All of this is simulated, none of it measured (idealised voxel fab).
process module | voxel gate over fins
cross-section cut | 160 nm wide | cells 5 nm
A cross-section is a grid of square cells, given in bands from the top down. A band is one or more rows of cells.
Each band's line starts with the height of the band's top and of its bottom, in nm. Then come its materials from left to right, each with its width in nm. One material with "throughout" fills the band from edge to edge. "air" is empty space.
Height 0 is the level under which the wafer as received is all one material. The lowest band goes on downwards, as in "0 down".
A width such as "30 to 40" changes by the same amount from each row of cells to the next, from the band's top row to its bottom row.
"no change" after a step means that no cell of the cross-section changed.
closed voids: empty space of 8 cells or more with no open way to the top, each as width x height at its distance from the left edge, in nm
after a step's settings: what the simulator itself notes on the step
overlay nm, on a step with a mask: how far to the right of its planned place the mask lay; to the left if negative
plan
1 op RECEIVE | material Si
2 op CONFORMAL_DEP | material SiN | thk nm 5
3 op MASKED_ETCH | tone cover | mask id FINS | width nm 15 | pitch nm 55 | etch materials SiN | depth nm 5 | overlay nm 0
4 op MASKED_ETCH | tone cover | mask id FINS | width nm 15 | pitch nm 55 | etch materials Si | depth nm 35 | overlay nm 0
5 op OXIDIZE | depth nm 5
6 op FILL_DEP | material SiO2 | thk nm 5
7 op CMP | height nm 5
8 op PATTERN | tone open | mask id RAIL | material resist | width nm 15 | thk nm 15 | overlay nm 0
9 op DIRECTIONAL_ETCH | etch materials SiO2 | depth nm 35
10 op STRIP | etch materials resist
11 op CONFORMAL_DEP | material TiN | thk nm 5
12 op FILL_DEP | material W | thk nm 10
13 op CMP | height nm 5
14 op SELECTIVE_ETCH | etch materials W Ru TiN | depth nm 25
15 op FILL_DEP | material SiO2 | thk nm 5
16 op CMP | height nm 5
17 op SELECTIVE_ETCH | etch materials SiO2 | depth nm 20
18 op STRIP | etch materials SiN
19 op CONFORMAL_DEP | material HfO2 | thk nm 5
20 op CONFORMAL_DEP | material TiN | thk nm 5
21 op CONFORMAL_DEP | material TiAl | thk nm 5
22 op CONFORMAL_DEP | material TiN | thk nm 5
23 op FILL_DEP | material W | thk nm 15
24 op CMP | height nm 30
25 op CONFORMAL_DEP | material SiN | thk nm 10
first wafer, as planned
as received, after step 1
  0 down: Si throughout
  closed voids: none
after step 2
  5 to 0: SiN throughout
  below 0: unchanged
after step 3
  5 to 0: air 15 | SiN 15 | air 40 | SiN 15 | air 40 | SiN 15 | air 20
  below 0: unchanged
after step 4
  5 to 0: air 15 | SiN 15 | air 40 | SiN 15 | air 40 | SiN 15 | air 20
  0 to -35: air 15 | Si 15 | air 40 | Si 15 | air 40 | Si 15 | air 20
  below -35: unchanged
after step 5
  5 to 0: air 15 | SiN 15 | air 40 | SiN 15 | air 40 | SiN 15 | air 20
  0 to -35: air 15 | SiO2 5 | Si 5 | SiO2 5 | air 40 | SiO2 5 | Si 5 | SiO2 5 | air 40 | SiO2 5 | Si 5 | SiO2 5 | air 20
  -35 to -40: SiO2 20 | Si 5 | SiO2 50 | Si 5 | SiO2 50 | Si 5 | SiO2 25
  below -40: unchanged
after step 6
  10 to 5: SiO2 throughout
  5 to 0: SiO2 15 | SiN 15 | SiO2 40 | SiN 15 | SiO2 40 | SiN 15 | SiO2 20
  0 to -40: SiO2 20 | Si 5 | SiO2 50 | Si 5 | SiO2 50 | Si 5 | SiO2 25
  below -40: unchanged
after step 7
  5 to 0: SiO2 15 | SiN 15 | SiO2 40 | SiN 15 | SiO2 40 | SiN 15 | SiO2 20
  below 0: unchanged
after step 8
  20 to 5: resist 40 | air 15 | resist 105
  below 5: unchanged
after step 9
  20 to 5: resist 40 | air 15 | resist 105
  5 to 0: SiO2 15 | SiN 15 | SiO2 10 | air 15 | SiO2 15 | SiN 15 | SiO2 40 | SiN 15 | SiO2 20
  0 to -30: SiO2 20 | Si 5 | SiO2 15 | air 15 | SiO2 20 | Si 5 | SiO2 50 | Si 5 | SiO2 25
  below -30: unchanged
after step 10
  5 to 0: SiO2 15 | SiN 15 | SiO2 10 | air 15 | SiO2 15 | SiN 15 | SiO2 40 | SiN 15 | SiO2 20
  below 0: unchanged
after step 11
  10 to 5: TiN 45 | air 5 | TiN 110
  5 to 0: SiO2 15 | SiN 15 | SiO2 10 | TiN 5 | air 5 | TiN 5 | SiO2 15 | SiN 15 | SiO2 40 | SiN 15 | SiO2 20
  0 to -25: SiO2 20 | Si 5 | SiO2 15 | TiN 5 | air 5 | TiN 5 | SiO2 20 | Si 5 | SiO2 50 | Si 5 | SiO2 25
  -25 to -30: SiO2 20 | Si 5 | SiO2 15 | TiN 15 | SiO2 20 | Si 5 | SiO2 50 | Si 5 | SiO2 25
  below -30: unchanged
after step 12
  20 to 10: W throughout
  10 to 5: TiN 45 | W 5 | TiN 110
  5 to 0: SiO2 15 | SiN 15 | SiO2 10 | TiN 5 | W 5 | TiN 5 | SiO2 15 | SiN 15 | SiO2 40 | SiN 15 | SiO2 20
  0 to -25: SiO2 20 | Si 5 | SiO2 15 | TiN 5 | W 5 | TiN 5 | SiO2 20 | Si 5 | SiO2 50 | Si 5 | SiO2 25
  below -25: unchanged
after step 13
  5 to 0: SiO2 15 | SiN 15 | SiO2 10 | TiN 5 | W 5 | TiN 5 | SiO2 15 | SiN 15 | SiO2 40 | SiN 15 | SiO2 20
  below 0: unchanged
after step 14
  5 to 0: SiO2 15 | SiN 15 | SiO2 10 | air 15 | SiO2 15 | SiN 15 | SiO2 40 | SiN 15 | SiO2 20
  0 to -20: SiO2 20 | Si 5 | SiO2 15 | air 15 | SiO2 20 | Si 5 | SiO2 50 | Si 5 | SiO2 25
  below -20: unchanged
after step 15
  10 to 5: SiO2 throughout
  5 to 0: SiO2 15 | SiN 15 | SiO2 40 | SiN 15 | SiO2 40 | SiN 15 | SiO2 20
  0 to -20: SiO2 20 | Si 5 | SiO2 50 | Si 5 | SiO2 50 | Si 5 | SiO2 25
  below -20: unchanged
after step 16
  5 to 0: SiO2 15 | SiN 15 | SiO2 40 | SiN 15 | SiO2 40 | SiN 15 | SiO2 20
  below 0: unchanged
after step 17
  5 to 0: air 15 | SiN 15 | air 40 | SiN 15 | air 40 | SiN 15 | air 20
  0 to -15: air 20 | Si 5 | air 50 | Si 5 | air 50 | Si 5 | air 25
  below -15: unchanged
after step 18
  0 to -15: air 20 | Si 5 | air 50 | Si 5 | air 50 | Si 5 | air 25
  below -15: unchanged
after step 19
  5 to 0: air 15 | HfO2 15 | air 40 | HfO2 15 | air 40 | HfO2 15 | air 20
  0 to -10: air 15 | HfO2 5 | Si 5 | HfO2 5 | air 40 | HfO2 5 | Si 5 | HfO2 5 | air 40 | HfO2 5 | Si 5 | HfO2 5 | air 20
  -10 to -15: HfO2 20 | Si 5 | HfO2 50 | Si 5 | HfO2 50 | Si 5 | HfO2 25
  below -15: unchanged
after step 20
  10 to 5: air 10 | TiN 25 | air 30 | TiN 25 | air 30 | TiN 25 | air 15
  5 to 0: air 10 | TiN 5 | HfO2 15 | TiN 5 | air 30 | TiN 5 | HfO2 15 | TiN 5 | air 30 | TiN 5 | HfO2 15 | TiN 5 | air 15
  0 to -5: air 10 | TiN 5 | HfO2 5 | Si 5 | HfO2 5 | TiN 5 | air 30 | TiN 5 | HfO2 5 | Si 5 | HfO2 5 | TiN 5 | air 30 | TiN 5 | HfO2 5 | Si 5 | HfO2 5 | TiN 5 | air 15
  -5 to -10: TiN 15 | HfO2 5 | Si 5 | HfO2 5 | TiN 40 | HfO2 5 | Si 5 | HfO2 5 | TiN 40 | HfO2 5 | Si 5 | HfO2 5 | TiN 20
  below -10: unchanged
after step 21
  15 to 10: air 5 | TiAl 35 | air 20 | TiAl 35 | air 20 | TiAl 35 | air 10
  10 to 5: air 5 | TiAl 5 | TiN 25 | TiAl 5 | air 20 | TiAl 5 | TiN 25 | TiAl 5 | air 20 | TiAl 5 | TiN 25 | TiAl 5 | air 10
  5 to 0: air 5 | TiAl 5 | TiN 5 | HfO2 15 | TiN 5 | TiAl 5 | air 20 | TiAl 5 | TiN 5 | HfO2 15 | TiN 5 | TiAl 5 | air 20 | TiAl 5 | TiN 5 | HfO2 15 | TiN 5 | TiAl 5 | air 10
  0 to -5: TiAl 10 | TiN 5 | HfO2 5 | Si 5 | HfO2 5 | TiN 5 | TiAl 30 | TiN 5 | HfO2 5 | Si 5 | HfO2 5 | TiN 5 | TiAl 30 | TiN 5 | HfO2 5 | Si 5 | HfO2 5 | TiN 5 | TiAl 15
  below -5: unchanged
after step 22
  20 to 15: TiN 45 | air 10 | TiN 45 | air 10 | TiN 45 | air 5
  15 to 10: TiN 5 | TiAl 35 | TiN 5 | air 10 | TiN 5 | TiAl 35 | TiN 5 | air 10 | TiN 5 | TiAl 35 | TiN 5 | air 5
  10 to 5: TiN 5 | TiAl 5 | TiN 25 | TiAl 5 | TiN 5 | air 10 | TiN 5 | TiAl 5 | TiN 25 | TiAl 5 | TiN 5 | air 10 | TiN 5 | TiAl 5 | TiN 25 | TiAl 5 | TiN 5 | air 5
  5 to 0: TiN 5 | TiAl 5 | TiN 5 | HfO2 15 | TiN 5 | TiAl 5 | TiN 20 | TiAl 5 | TiN 5 | HfO2 15 | TiN 5 | TiAl 5 | TiN 20 | TiAl 5 | TiN 5 | HfO2 15 | TiN 5 | TiAl 5 | TiN 10
  below 0: unchanged
after step 23
  35 to 20: W throughout
  20 to 15: TiN 45 | W 10 | TiN 45 | W 10 | TiN 45 | W 5
  15 to 10: TiN 5 | TiAl 35 | TiN 5 | W 10 | TiN 5 | TiAl 35 | TiN 5 | W 10 | TiN 5 | TiAl 35 | TiN 5 | W 5
  10 to 5: TiN 5 | TiAl 5 | TiN 25 | TiAl 5 | TiN 5 | W 10 | TiN 5 | TiAl 5 | TiN 25 | TiAl 5 | TiN 5 | W 10 | TiN 5 | TiAl 5 | TiN 25 | TiAl 5 | TiN 5 | W 5
  below 5: unchanged
after step 24
  30 to 20: W throughout
  below 20: unchanged
after step 25
  40 to 30: SiN throughout
  below 30: unchanged
second wafer: like start, like plan, one mistake. Through step 16 it matches the first wafer
when step 17 should have ended
  5 to 0: air 15 | SiN 15 | air 40 | SiN 15 | air 40 | SiN 15 | air 20
  0 to -20: air 20 | Si 5 | air 50 | Si 5 | air 50 | Si 5 | air 25
  -20 to -25: air 20 | Si 5 | air 15 | TiN 5 | W 5 | TiN 5 | air 20 | Si 5 | air 50 | Si 5 | air 25
  -25 to -30: air 20 | Si 5 | air 15 | TiN 15 | air 20 | Si 5 | air 50 | Si 5 | air 25
  -30 to -35: air 20 | Si 5 | air 20 | SiO2 5 | air 25 | Si 5 | air 50 | Si 5 | air 25
  below -35: unchanged
when step 18 should have ended
  0 to -20: air 20 | Si 5 | air 50 | Si 5 | air 50 | Si 5 | air 25
  below -20: unchanged
when step 19 should have ended
  5 to 0: air 15 | HfO2 15 | air 40 | HfO2 15 | air 40 | HfO2 15 | air 20
  0 to -15: air 15 | HfO2 5 | Si 5 | HfO2 5 | air 40 | HfO2 5 | Si 5 | HfO2 5 | air 40 | HfO2 5 | Si 5 | HfO2 5 | air 20
  -15 to -20: air 15 | HfO2 5 | Si 5 | HfO2 5 | air 5 | HfO2 25 | air 10 | HfO2 5 | Si 5 | HfO2 5 | air 40 | HfO2 5 | Si 5 | HfO2 5 | air 20
  -20 to -25: air 15 | HfO2 5 | Si 5 | HfO2 5 | air 5 | HfO2 5 | TiN 5 | W 5 | TiN 5 | HfO2 5 | air 10 | HfO2 5 | Si 5 | HfO2 5 | air 40 | HfO2 5 | Si 5 | HfO2 5 | air 20
  -25 to -30: air 15 | HfO2 5 | Si 5 | HfO2 5 | air 5 | HfO2 5 | TiN 15 | HfO2 5 | air 10 | HfO2 5 | Si 5 | HfO2 5 | air 40 | HfO2 5 | Si 5 | HfO2 5 | air 20
  -30 to -35: HfO2 20 | Si 5 | HfO2 20 | SiO2 5 | HfO2 25 | Si 5 | HfO2 50 | Si 5 | HfO2 25
  below -35: unchanged
when step 20 should have ended
  10 to 5: air 10 | TiN 25 | air 30 | TiN 25 | air 30 | TiN 25 | air 15
  5 to 0: air 10 | TiN 5 | HfO2 15 | TiN 5 | air 30 | TiN 5 | HfO2 15 | TiN 5 | air 30 | TiN 5 | HfO2 15 | TiN 5 | air 15
  0 to -10: air 10 | TiN 5 | HfO2 5 | Si 5 | HfO2 5 | TiN 5 | air 30 | TiN 5 | HfO2 5 | Si 5 | HfO2 5 | TiN 5 | air 30 | TiN 5 | HfO2 5 | Si 5 | HfO2 5 | TiN 5 | air 15
  -10 to -15: air 10 | TiN 5 | HfO2 5 | Si 5 | HfO2 5 | TiN 40 | HfO2 5 | Si 5 | HfO2 5 | TiN 5 | air 30 | TiN 5 | HfO2 5 | Si 5 | HfO2 5 | TiN 5 | air 15
  -15 to -20: air 10 | TiN 5 | HfO2 5 | Si 5 | HfO2 5 | TiN 5 | HfO2 25 | TiN 10 | HfO2 5 | Si 5 | HfO2 5 | TiN 5 | air 30 | TiN 5 | HfO2 5 | Si 5 | HfO2 5 | TiN 5 | air 15
  -20 to -25: air 10 | TiN 5 | HfO2 5 | Si 5 | HfO2 5 | TiN 5 | HfO2 5 | TiN 5 | W 5 | TiN 5 | HfO2 5 | TiN 10 | HfO2 5 | Si 5 | HfO2 5 | TiN 5 | air 30 | TiN 5 | HfO2 5 | Si 5 | HfO2 5 | TiN 5 | air 15
  -25 to -30: TiN 15 | HfO2 5 | Si 5 | HfO2 5 | TiN 5 | HfO2 5 | TiN 15 | HfO2 5 | TiN 10 | HfO2 5 | Si 5 | HfO2 5 | TiN 40 | HfO2 5 | Si 5 | HfO2 5 | TiN 20
  below -30: unchanged
when step 21 should have ended
  15 to 10: air 5 | TiAl 35 | air 20 | TiAl 35 | air 20 | TiAl 35 | air 10
  10 to 5: air 5 | TiAl 5 | TiN 25 | TiAl 5 | air 20 | TiAl 5 | TiN 25 | TiAl 5 | air 20 | TiAl 5 | TiN 25 | TiAl 5 | air 10
  5 to 0: air 5 | TiAl 5 | TiN 5 | HfO2 15 | TiN 5 | TiAl 5 | air 20 | TiAl 5 | TiN 5 | HfO2 15 | TiN 5 | TiAl 5 | air 20 | TiAl 5 | TiN 5 | HfO2 15 | TiN 5 | TiAl 5 | air 10
  0 to -5: air 5 | TiAl 5 | TiN 5 | HfO2 5 | Si 5 | HfO2 5 | TiN 5 | TiAl 5 | air 20 | TiAl 5 | TiN 5 | HfO2 5 | Si 5 | HfO2 5 | TiN 5 | TiAl 5 | air 20 | TiAl 5 | TiN 5 | HfO2 5 | Si 5 | HfO2 5 | TiN 5 | TiAl 5 | air 10
  -5 to -10: air 5 | TiAl 5 | TiN 5 | HfO2 5 | Si 5 | HfO2 5 | TiN 5 | TiAl 30 | TiN 5 | HfO2 5 | Si 5 | HfO2 5 | TiN 5 | TiAl 5 | air 20 | TiAl 5 | TiN 5 | HfO2 5 | Si 5 | HfO2 5 | TiN 5 | TiAl 5 | air 10
  -10 to -15: air 5 | TiAl 5 | TiN 5 | HfO2 5 | Si 5 | HfO2 5 | TiN 40 | HfO2 5 | Si 5 | HfO2 5 | TiN 5 | TiAl 5 | air 20 | TiAl 5 | TiN 5 | HfO2 5 | Si 5 | HfO2 5 | TiN 5 | TiAl 5 | air 10
  -15 to -20: air 5 | TiAl 5 | TiN 5 | HfO2 5 | Si 5 | HfO2 5 | TiN 5 | HfO2 25 | TiN 10 | HfO2 5 | Si 5 | HfO2 5 | TiN 5 | TiAl 5 | air 20 | TiAl 5 | TiN 5 | HfO2 5 | Si 5 | HfO2 5 | TiN 5 | TiAl 5 | air 10
  -20 to -25: TiAl 10 | TiN 5 | HfO2 5 | Si 5 | HfO2 5 | TiN 5 | HfO2 5 | TiN 5 | W 5 | TiN 5 | HfO2 5 | TiN 10 | HfO2 5 | Si 5 | HfO2 5 | TiN 5 | TiAl 30 | TiN 5 | HfO2 5 | Si 5 | HfO2 5 | TiN 5 | TiAl 15
  below -25: unchanged
when step 22 should have ended
  20 to 15: TiN 45 | air 10 | TiN 45 | air 10 | TiN 45 | air 5
  15 to 10: TiN 5 | TiAl 35 | TiN 5 | air 10 | TiN 5 | TiAl 35 | TiN 5 | air 10 | TiN 5 | TiAl 35 | TiN 5 | air 5
  10 to 5: TiN 5 | TiAl 5 | TiN 25 | TiAl 5 | TiN 5 | air 10 | TiN 5 | TiAl 5 | TiN 25 | TiAl 5 | TiN 5 | air 10 | TiN 5 | TiAl 5 | TiN 25 | TiAl 5 | TiN 5 | air 5
  5 to 0: TiN 5 | TiAl 5 | TiN 5 | HfO2 15 | TiN 5 | TiAl 5 | TiN 5 | air 10 | TiN 5 | TiAl 5 | TiN 5 | HfO2 15 | TiN 5 | TiAl 5 | TiN 5 | air 10 | TiN 5 | TiAl 5 | TiN 5 | HfO2 15 | TiN 5 | TiAl 5 | TiN 5 | air 5
  0 to -5: TiN 5 | TiAl 5 | TiN 5 | HfO2 5 | Si 5 | HfO2 5 | TiN 5 | TiAl 5 | TiN 20 | TiAl 5 | TiN 5 | HfO2 5 | Si 5 | HfO2 5 | TiN 5 | TiAl 5 | TiN 5 | air 10 | TiN 5 | TiAl 5 | TiN 5 | HfO2 5 | Si 5 | HfO2 5 | TiN 5 | TiAl 5 | TiN 5 | air 5
  -5 to -10: TiN 5 | TiAl 5 | TiN 5 | HfO2 5 | Si 5 | HfO2 5 | TiN 5 | TiAl 30 | TiN 5 | HfO2 5 | Si 5 | HfO2 5 | TiN 5 | TiAl 5 | TiN 5 | air 10 | TiN 5 | TiAl 5 | TiN 5 | HfO2 5 | Si 5 | HfO2 5 | TiN 5 | TiAl 5 | TiN 5 | air 5
  -10 to -15: TiN 5 | TiAl 5 | TiN 5 | HfO2 5 | Si 5 | HfO2 5 | TiN 40 | HfO2 5 | Si 5 | HfO2 5 | TiN 5 | TiAl 5 | TiN 5 | air 10 | TiN 5 | TiAl 5 | TiN 5 | HfO2 5 | Si 5 | HfO2 5 | TiN 5 | TiAl 5 | TiN 5 | air 5
  -15 to -20: TiN 5 | TiAl 5 | TiN 5 | HfO2 5 | Si 5 | HfO2 5 | TiN 5 | HfO2 25 | TiN 10 | HfO2 5 | Si 5 | HfO2 5 | TiN 5 | TiAl 5 | TiN 20 | TiAl 5 | TiN 5 | HfO2 5 | Si 5 | HfO2 5 | TiN 5 | TiAl 5 | TiN 10
  below -20: unchanged
when step 23 should have ended
  35 to 20: W throughout
  20 to 15: TiN 45 | W 10 | TiN 45 | W 10 | TiN 45 | W 5
  15 to 10: TiN 5 | TiAl 35 | TiN 5 | W 10 | TiN 5 | TiAl 35 | TiN 5 | W 10 | TiN 5 | TiAl 35 | TiN 5 | W 5
  10 to 5: TiN 5 | TiAl 5 | TiN 25 | TiAl 5 | TiN 5 | W 10 | TiN 5 | TiAl 5 | TiN 25 | TiAl 5 | TiN 5 | W 10 | TiN 5 | TiAl 5 | TiN 25 | TiAl 5 | TiN 5 | W 5
  5 to 0: TiN 5 | TiAl 5 | TiN 5 | HfO2 15 | TiN 5 | TiAl 5 | TiN 5 | W 10 | TiN 5 | TiAl 5 | TiN 5 | HfO2 15 | TiN 5 | TiAl 5 | TiN 5 | W 10 | TiN 5 | TiAl 5 | TiN 5 | HfO2 15 | TiN 5 | TiAl 5 | TiN 5 | W 5
  0 to -5: TiN 5 | TiAl 5 | TiN 5 | HfO2 5 | Si 5 | HfO2 5 | TiN 5 | TiAl 5 | TiN 20 | TiAl 5 | TiN 5 | HfO2 5 | Si 5 | HfO2 5 | TiN 5 | TiAl 5 | TiN 5 | W 10 | TiN 5 | TiAl 5 | TiN 5 | HfO2 5 | Si 5 | HfO2 5 | TiN 5 | TiAl 5 | TiN 5 | W 5
  -5 to -10: TiN 5 | TiAl 5 | TiN 5 | HfO2 5 | Si 5 | HfO2 5 | TiN 5 | TiAl 30 | TiN 5 | HfO2 5 | Si 5 | HfO2 5 | TiN 5 | TiAl 5 | TiN 5 | W 10 | TiN 5 | TiAl 5 | TiN 5 | HfO2 5 | Si 5 | HfO2 5 | TiN 5 | TiAl 5 | TiN 5 | W 5
  -10 to -15: TiN 5 | TiAl 5 | TiN 5 | HfO2 5 | Si 5 | HfO2 5 | TiN 40 | HfO2 5 | Si 5 | HfO2 5 | TiN 5 | TiAl 5 | TiN 5 | W 10 | TiN 5 | TiAl 5 | TiN 5 | HfO2 5 | Si 5 | HfO2 5 | TiN 5 | TiAl 5 | TiN 5 | W 5
  below -15: unchanged
when step 24 should have ended
  30 to 20: W throughout
  below 20: unchanged
when step 25 should have ended
  40 to 30: SiN throughout
  below 30: unchanged
what went wrong: step 17 was run twice
at the end the second wafer has, in cells: 32 more of HfO2 | 109 fewer of SiO2 | 18 more of TiAl | 45 more of TiN | 14 more of W
